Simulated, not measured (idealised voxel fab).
Process module heading - voxel self aligned contacts
The cross-section on display is named cut; it measures 165 nm wide, and its cells are 5 nm squares.
Think of the cross-section as a grid of square cells. We describe it in bands, top to bottom, and each band covers one or more rows of those cells.
Per band: top height and bottom height in nm, followed by the left-to-right materials and their widths in nm; "throughout" marks a single material spanning edge to edge, "blank" marks empty space.
Heights are reckoned from 0. Under this level, the received wafer is all of one material. The bottommost band is open-ended downward, for example "from 0 down".
Per-row width for "30..40": begins at first number (top row of band), ends at second number (bottom row), increment between rows held constant.
"nothing changed" after a step means that no cell of the cross-section changed.
Entry "Enclosed cavities" = empty spaces >= 8 cells with no open way to the top; each as width x height at distance, distance from left edge, all nm.
That trailing text on a step's line, after the settings, is the simulator's own remark on the step.
overlay nm: how far to the right of its planned place the mask lay on this masked step (negative: to the left).

Below is the list of planned process steps
1,RECEIVE | material Si
2,OXIDIZE | depth nm 5
3,DIRECTIONAL_DEP | material polySi | thk nm 30
4,DIRECTIONAL_DEP | material SiN | thk nm 15
5,PATTERN | tone cover | mask id GATE | material resist | width nm 20 | pitch nm 60 | thk nm 15 | overlay nm 0
6,DIRECTIONAL_ETCH | etch materials SiN | depth nm 15
7,DIRECTIONAL_ETCH | etch materials polySi | depth nm 30
8,STRIP | etch materials resist
9,CONFORMAL_DEP | material SiN | thk nm 5
10,DIRECTIONAL_ETCH | etch materials SiN | depth nm 5
11,FILL_DEP | material SiO2 | thk nm 20
12,CMP | height nm 55
13,PATTERN | tone open | mask id CONTACT | material resist | width nm 40 | thk nm 15 | overlay nm 0
14,DIRECTIONAL_ETCH | etch materials SiO2 | depth nm 60
15,STRIP | etch materials resist
16,CONFORMAL_DEP | material TiN | thk nm 5
17,FILL_DEP | material Ru | thk nm 10
18,CMP | height nm 55
19,CONFORMAL_DEP | material SiN | thk nm 5
For this document, wafers share an identical start and vary in the step 5 width nm; the plan quotes the first wafer's value.

Incoming state of the first of several wafers in cross-section: after step 1
- from 0 down = Si throughout
- Enclosed cavities: none

Heads up, this table goes wafer by wafer. A row tells you, at the end of the module, how many cells of each material that wafer has put on (+) or dropped (-) since it was received, and then its closed voids
width nm 20; +46 Ru; -33 Si; +93 SiN; +212 SiO2; +30 TiN; +48 polySi; Enclosed cavities: none
width nm 25; +36 Ru; -33 Si; +99 SiN; +204 SiO2; +30 TiN; +60 polySi; Enclosed cavities: none
width nm 30; +26 Ru; -33 Si; +105 SiN; +196 SiO2; +30 TiN; +72 polySi; Enclosed cavities: none
width nm 35; +16 Ru; -33 Si; +111 SiN; +188 SiO2; +30 TiN; +84 polySi; Enclosed cavities: none
width nm 40; +6 Ru; -33 Si; +117 SiN; +180 SiO2; +30 TiN; +96 polySi; Enclosed cavities: none
width nm 45; +6 Ru; -33 Si; +123 SiN; +172 SiO2; +20 TiN; +108 polySi; Enclosed cavities: none
